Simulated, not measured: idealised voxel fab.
Module name: voxel local oxidation (process module)
The width of the displayed cross-section, cut, is 295 nm; its cells are square, with a size of 5 nm.
If you're reading a cross-section in this doc, picture square cells in a grid; it comes to you as bands, top ones listed first down to the bottom, and a band can be one or more rows of cells.
Quick guide to a band line: top height, bottom height (nm) up front; then every material left to right with its width in nm. Only one material and it's marked "throughout"? Then it fills the band edge to edge. And "blank" just means empty space.
Height reference: 0 = level under which incoming wafer is all one material. Lowest band: no bottom, runs on downward, e.g. "0 and below".
A width given as "30 to 40" starts at the first number in the band's top row and ends at the second number in its bottom row, shifting by an equal amount at every step from row to row.
A step reported as "everything unchanged" is a step in which no cell of the cross-section changed.
So "Trapped cavities" is basically the list of trapped voids: any empty space of 8 cells or more that can't reach the top through an opening. They're written width x height at distance, the distance being from the left edge, and it's all nm.
Whatever follows a step's settings on its line is a remark the simulator itself makes about that step.
When a step includes a mask, the "overlay nm" setting on its line states how far to the right of its planned place that mask lay, and negative values state how far to the left.
Here's what the planned process steps look like:
1,RECEIVE,material Si
2,CONFORMAL_DEP,material SiO2,thk nm 5
3,CONFORMAL_DEP,material SiN,thk nm 15
4,PATTERN,tone cover,mask id ACTIVE,material resist,width nm 125,thk nm 15,overlay nm 0
5,DIRECTIONAL_ETCH,etch materials SiN,depth nm 15
6,STRIP,etch materials resist
7,SELECTIVE_ETCH,etch materials SiO2,depth nm 5
8,OXIDIZE,depth nm 15
9,STRIP,etch materials SiN
Received-state cross-section, reflecting completion of step 1:
    0 and below  Si throughout
    Trapped cavities: none
Cross-section: first of two wafers, module finished, run according to plan:
    5 down to 0  blank 90 nm | SiO2 115 nm | blank 90 nm
    0 down to -15  SiO2 105 nm | Si 85 nm | SiO2 105 nm
    -15 and below  Si throughout
    Trapped cavities: none
Cross-section, second wafer: same start as the first, same plan as the first, one mistake in running it; taken at the end of the module:
    5 down to 0  blank 90 nm | SiO2 115 nm | blank 90 nm
    0 down to -25  SiO2 115 nm | Si 65 nm | SiO2 115 nm
    -25 and below  Si throughout
    Trapped cavities: none
Deviation noted in wafer processing: off-plan run, step 8, actual operation and settings OXIDIZE,depth nm 25
In the final state, the cell counts of the second wafer exceed or fall short of those of the first for the following materials: 104 fewer of Si; 104 more of SiO2
